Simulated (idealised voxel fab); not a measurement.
The following process module bears the name voxel plated lines.
For reference, the cross-section in this document is cut, with width 230 nm and square cells of 5 nm.
Cross-section format: a grid of square cells, given as bands from top to bottom; each band is one or more rows of cells.
It is stipulated that each band's entry specify, in nanometres, the height of the top of the band and then that of its bottom, followed by the materials of the band in left-to-right sequence, each together with its width in nanometres. A single material marked by the word "full width" is understood to fill the band from edge to edge; the word "empty" is understood to denote empty space.
Heads up on the height convention: 0 is the point under which the incoming wafer is all one material, and the lowest band has no bottom, it just keeps going down, like "from 0 down".
The width entry "30 to 40" should be interpreted row by row: the top row of cells in the band takes the first number, the bottom row takes the second number, and the change between adjacent rows is uniform throughout.
What does "same as before" mean for a step? It means no cell of the cross-section changed in that step.
"Encapsulated voids" contains a list of empty spaces, each no smaller than 8 cells and without an open way to the top, written in the form width x height at distance with the distance from the left edge and all three in nm.
On each step's line, the part that comes after the settings is the simulator's own comment on the step.
"overlay nm" denotes, for a step that has a mask, the displacement of the mask to the right of its planned place, with negative values corresponding to the left.

PLAN
| 1 | RECEIVE (material Si) |
| 2 | CONFORMAL_DEP (material Al2O3; thk nm 5) |
| 3 | DIRECTIONAL_DEP (material TiN; thk nm 5) |
| 4 | PATTERN (tone open; mask id LINES; material resist; width nm 20; pitch nm 45; thk nm 35; overlay nm 0) |
| 5 | EPI (material Ru; thk nm 10) |
| 6 | EPI (material Ru; thk nm 5) |
| 7 | EPI (material Ru; thk nm 5) |
| 8 | STRIP (etch materials resist) |
| 9 | DIRECTIONAL_ETCH (etch materials TiN; depth nm 5) |
| 10 | CONFORMAL_DEP (material SiO2; thk nm 5) |

AS-RECEIVED STATE OF THE WAFER IN CROSS-SECTION, EQUIVALENT TO POST-STEP 1
	from 0 down  Si full width
	Encapsulated voids: none

RESULT OF THE MODULE, CROSS-SECTIONED: START PER ABOVE, PLAN PER ABOVE, ONE ERROR IN HOW IT WAS RUN
	from 10 to 5  SiO2 full width
	from 5 to 0  Al2O3 full width
	from 0 down  Si full width
	Encapsulated voids: none
Heads up, the wafer didn't run the way we planned it: step 3 of the plan got skipped, so it never ran
